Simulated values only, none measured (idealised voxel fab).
This is a process module. Its name is voxel lift off.
Pictured: cross-section cut, 280 nm wide, on a grid of 5 nm square cells.
When this document writes out a cross-section, it uses a grid of square cells and lists it as bands, beginning at the top and moving down, with a band standing for one or more rows of cells. This entry defines a band. It first specifies the height of the band's top and the height of its bottom in nm, and then specifies the band's materials from left to right, stating each material with its width in nm. The word "all across" identifies a single material that fills the band from edge to edge, while the word "air" identifies empty space. Where do heights start? At 0: under that level the wafer as delivered is made of one material only. And the lowest band has no floor; it just carries on downward, as in "0 and below". Think of "30->40" as a width that walks from the first number to the second as you go down the band, top row to bottom row, taking equal-sized steps from row to row. Any step labelled "no alterations made" changed none of the cells in the cross-section. You'll see "Sealed-off cavities" listing empty spaces that have no way open to the top, as long as they're 8 cells or more; the notation is width x height at distance, where the distance is from the left edge, and all of it is in nm. If you see something after the settings on a step's line, that's the simulator's own remark about that step. "overlay nm" answers the question of how far to the right of plan the mask lay on a step that has a mask, and when it is negative the answer is to the left.
## Below is the list of planned process steps
| 1 | RECEIVE with material Si |
| 2 | CONFORMAL_DEP with material SiN, thk nm 10 |
| 3 | PATTERN with tone open, mask id LINES, material resist, width nm 20, pitch nm 45, thk nm 20, overlay nm 0 |
| 4 | DIRECTIONAL_DEP with material Ru, thk nm 10 |
| 5 | STRIP with etch materials resist |
| 6 | CONFORMAL_DEP with material SiO2, thk nm 10 |
Across this set of wafers, the varied parameter is the width nm of step 3. Starting conditions are identical for every wafer, and the plan reports the value assigned to the first wafer.
## This is how the first of several wafers looked in cross-section when it arrived, which is after step 1
* 0 and below | Si all across
* Sealed-off cavities: none
## First wafer of several, cross-section, module end, after step 6 (last)
* 30 down to 20 | air: 50; SiO2: 40; air: 5; SiO2: 40; air: 5; SiO2: 40; air: 5; SiO2: 40; air: 55
* 20 down to 10 | SiO2: 60; Ru: 20; SiO2: 25; Ru: 20; SiO2: 25; Ru: 20; SiO2: 25; Ru: 20; SiO2: 65
* 10 down to 0 | SiN all across
* 0 and below | Si all across
* Sealed-off cavities: none
## Cross-sectional depiction of the last of several wafers upon completion of the module
* 30 down to 20 | air: 45; SiO2: 185; air: 50
* 20 down to 10 | SiO2: 55; Ru: 30; SiO2: 15; Ru: 30; SiO2: 15; Ru: 30; SiO2: 15; Ru: 30; SiO2: 60
* 10 down to 0 | SiN all across
* 0 and below | Si all across
* Sealed-off cavities: none
## The following table contains a row per wafer, in which are reported, at the conclusion of the module, the cells of each material gained (+) or lost (-) since the wafer's receipt, with its closed voids given thereafter
width nm 20, +32 Ru, +112 SiN, +144 SiO2, Sealed-off cavities: none
width nm 25, +40 Ru, +112 SiN, +144 SiO2, Sealed-off cavities: none
width nm 30, +48 Ru, +112 SiN, +138 SiO2, Sealed-off cavities: none
